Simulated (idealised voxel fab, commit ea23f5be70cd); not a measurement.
voxel self aligned contacts: a process module
Pictured: cross-section cut, 290 nm wide, on a grid of 5 nm square cells.
A cross-section is written here as square cells arranged in a grid, and it is given in bands from the top down, each band taking up one or more rows of cells.
The entry gives the band's vertical extent as a top height and a bottom height in nm, then its horizontal make-up as materials from left to right, each with a width in nm. "empty" stands for empty space; a single material marked "everywhere" fills the band edge to edge.
Below 0: as-received wafer, all one material; heights counted from there. Lowest band: no bottom, goes on down, written "from 0 down".
The width entry "30->40" should be interpreted row by row: the top row of cells in the band takes the first number, the bottom row takes the second number, and the change between adjacent rows is uniform throughout.
Step note "changes: none" = no cross-section cell changed.
This entry, "Closed void inventory", enumerates those empty regions of no fewer than 8 cells that possess no open connection to the top. Each region is reported in the form width x height at distance, the distance being taken from the left edge, with all three quantities expressed in nm.
The remark found on a step's line after its settings is issued by the simulator itself and pertains to that step.
The "overlay nm" setting may appear on a step's line; for a step that uses a mask, it gives how far to the right of its planned position the mask lay, and a negative value indicates the left.

-- The steps planned for the process are as follows
1. RECEIVE, material Si
2. OXIDIZE, depth nm 5
3. DIRECTIONAL_DEP, material polySi, thk nm 20
4. DIRECTIONAL_DEP, material SiN, thk nm 20
5. DIRECTIONAL_DEP, material aC, thk nm 15
6. PATTERN, tone cover, mask id GATE, material resist, width nm 20, pitch nm 70, thk nm 30, overlay nm 0
7. DIRECTIONAL_ETCH, etch materials aC, depth nm 15
8. STRIP, etch materials resist
9. DIRECTIONAL_ETCH, etch materials SiN, depth nm 20
10. DIRECTIONAL_ETCH, etch materials polySi, depth nm 20
11. STRIP, etch materials aC
12. CONFORMAL_DEP, material SiN, thk nm 10
13. DIRECTIONAL_ETCH, etch materials SiN, depth nm 10
14. FILL_DEP, material SiO2, thk nm 20
15. CMP, height nm 50
16. DIRECTIONAL_DEP, material aC, thk nm 15
17. PATTERN, tone open, mask id CONTACT, material resist, width nm 50, thk nm 30, overlay nm 0
18. DIRECTIONAL_ETCH, etch materials aC, depth nm 15
19. STRIP, etch materials resist
20. DIRECTIONAL_ETCH, etch materials SiO2, depth nm 55
21. STRIP, etch materials aC
22. CONFORMAL_DEP, material TiN, thk nm 5
23. FILL_DEP, material Ru, thk nm 10
24. CMP, height nm 50
25. CONFORMAL_DEP, material SiN, thk nm 5
All wafers enter the flow in the same state. The width nm at step 6 differs from wafer to wafer, and the plan gives the value for the first wafer.

-- Cross-section: the first of several wafers in its as-received state, i.e. following step 1
  from 0 down | Si everywhere
  Closed void inventory: none

-- wafer rows; end of module; cells per material since receipt: (+) gained, (-) lost; then closed voids
width nm 20, +44 Ru, -58 Si, +154 SiN, +436 SiO2, +30 TiN, +32 polySi, Closed void inventory: none
width nm 25, +35 Ru, -58 Si, +162 SiN, +429 SiO2, +30 TiN, +40 polySi, Closed void inventory: none
width nm 30, +26 Ru, -58 Si, +170 SiN, +422 SiO2, +30 TiN, +48 polySi, Closed void inventory: none
width nm 35, +17 Ru, -58 Si, +178 SiN, +415 SiO2, +30 TiN, +56 polySi, Closed void inventory: none
width nm 40, +8 Ru, -58 Si, +186 SiN, +408 SiO2, +30 TiN, +64 polySi, Closed void inventory: none
width nm 45, +8 Ru, -58 Si, +194 SiN, +401 SiO2, +21 TiN, +72 polySi, Closed void inventory: none
